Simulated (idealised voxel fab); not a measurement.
The following process module bears the name voxel transistor to metal.
Pictured: cross-section cut, 205 nm wide, on a grid of 5 nm square cells.
Cross-section, as written here: a square-cell grid given band by band from the top down, where a band holds one or more rows of cells.
It is stipulated that each band's entry specify, in nanometres, the height of the top of the band and then that of its bottom, followed by the materials of the band in left-to-right sequence, each together with its width in nanometres. A single material marked by the word "throughout" is understood to fill the band from edge to edge; the word "air" is understood to denote empty space.
The reference from which all heights are counted is 0, the level beneath which the as-received wafer is entirely one material; the lowest band, having no lower bound, proceeds downward and is written after the example "0..down".
It should be noted that a width expressed as "30 to 40" varies in equal increments from row to row of cells within the band, taking the value of the first number at the top row and that of the second number at the bottom row.
No cell of the cross-section changed in a step that is given as "nothing altered".
Enclosed voids (no open way to top), threshold 8 cells or more, entry "Unvented voids", notation width x height at distance, distance from left edge, nm.
Whatever follows a step's settings on its line is a remark the simulator itself makes about that step.
overlay nm: mask offset rightward from planned place, masked step; negative means leftward offset.

This section lists the process steps that were planned:
1: RECEIVE with material Si
2: CONFORMAL_DEP with material SiO2, thk nm 5
3: CONFORMAL_DEP with material SiN, thk nm 15
4: MASKED_ETCH with tone cover, mask id ACTIVE, width nm 95, etch materials SiN, depth nm 15, overlay nm 0
5: MASKED_ETCH with tone cover, mask id ACTIVE, width nm 95, etch materials SiO2, depth nm 5, overlay nm 0
6: MASKED_ETCH with tone cover, mask id ACTIVE, width nm 95, etch materials Si, depth nm 25, overlay nm 0
7: FILL_DEP with material SiO2, thk nm 15
8: CMP with height nm 20
9: SELECTIVE_ETCH with etch materials SiO2, depth nm 10
10: STRIP with etch materials SiN
11: SELECTIVE_ETCH with etch materials SiO2, depth nm 5
12: OXIDIZE with depth nm 5
13: DIRECTIONAL_DEP with material polySi, thk nm 25
14: DIRECTIONAL_DEP with material SiCN, thk nm 15
15: PATTERN with tone cover, mask id GATE, material resist, width nm 25, thk nm 15, overlay nm 0
16: DIRECTIONAL_ETCH with etch materials SiCN, depth nm 25
17: DIRECTIONAL_ETCH with etch materials polySi, depth nm 35
18: STRIP with etch materials resist
19: CONFORMAL_DEP with material SiN, thk nm 10
20: DIRECTIONAL_ETCH with etch materials SiN, depth nm 10
21: DIRECTIONAL_ETCH with etch materials SiO2, depth nm 5
22: EPI with material SiGe, thk nm 5
23: FILL_DEP with material SiO2, thk nm 10
24: CMP with height nm 40
25: DIRECTIONAL_DEP with material SiO2, thk nm 10
26: PATTERN with tone open, mask id CONTACT, material resist, width nm 25, pitch nm 60, thk nm 15, overlay nm 0
27: DIRECTIONAL_ETCH with etch materials SiO2, depth nm 50
28: STRIP with etch materials resist
29: CONFORMAL_DEP with material TiN, thk nm 5
30: FILL_DEP with material Ru, thk nm 10
31: CMP with height nm 50
32: CONFORMAL_DEP with material SiN, thk nm 5
33: DIRECTIONAL_DEP with material SiO2, thk nm 15
34: MASKED_ETCH with tone open, mask id METAL_1, width nm 15, pitch nm 70, etch materials SiO2, depth nm 15, overlay nm 0
35: MASKED_ETCH with tone open, mask id METAL_1, width nm 15, pitch nm 70, etch materials SiN, depth nm 5, overlay nm 0
36: CONFORMAL_DEP with material TiN, thk nm 5
37: FILL_DEP with material W, thk nm 5
38: CMP with height nm 70
39: CONFORMAL_DEP with material SiCN, thk nm 5

As-received wafer cross-section (after step 1):
> 0..down  Si throughout
> Unvented voids: none

End-of-module cross-section. Starting structure and process plan as above; one mistake made in running it:
> 75..70  SiCN throughout
> 70..65  60 nm SiN | 15 nm TiN | 55 nm SiN | 15 nm TiN | 60 nm SiN
> 65..50  SiO2 throughout
> 50..40  60 nm SiO2 | 5 nm TiN | 15 to 10 nm Ru | 5 to 10 nm TiN | 35 nm SiO2 | 5 to 10 nm TiN | 15 to 10 nm Ru | 5 nm TiN | 60 nm SiO2
> 40..25  60 nm SiO2 | 5 nm TiN | 10 nm Ru | 5 nm TiN | 10 nm SiN | 25 nm SiCN | 10 nm SiN | 5 nm TiN | 10 nm Ru | 5 nm TiN | 60 nm SiO2
> 25..5  60 nm SiO2 | 5 nm TiN | 10 nm Ru | 5 nm TiN | 10 nm SiN | 25 nm polySi | 10 nm SiN | 5 nm TiN | 10 nm Ru | 5 nm TiN | 60 nm SiO2
> 5..0  50 nm SiO2 | 10 nm SiN | 20 nm TiN | 10 nm SiN | 25 nm polySi | 10 nm SiN | 20 nm TiN | 10 nm SiN | 50 nm SiO2
> 0..-5  60 nm SiO2 | 20 nm SiGe | 45 nm SiO2 | 20 nm SiGe | 60 nm SiO2
> -5..-25  55 nm SiO2 | 95 nm Si | 55 nm SiO2
> -25..down  Si throughout
> Unvented voids: none
It is concluded that the wafer was processed incorrectly with respect to the plan, in that deviation from plan: step 33 and step 32 executed in one another's positions
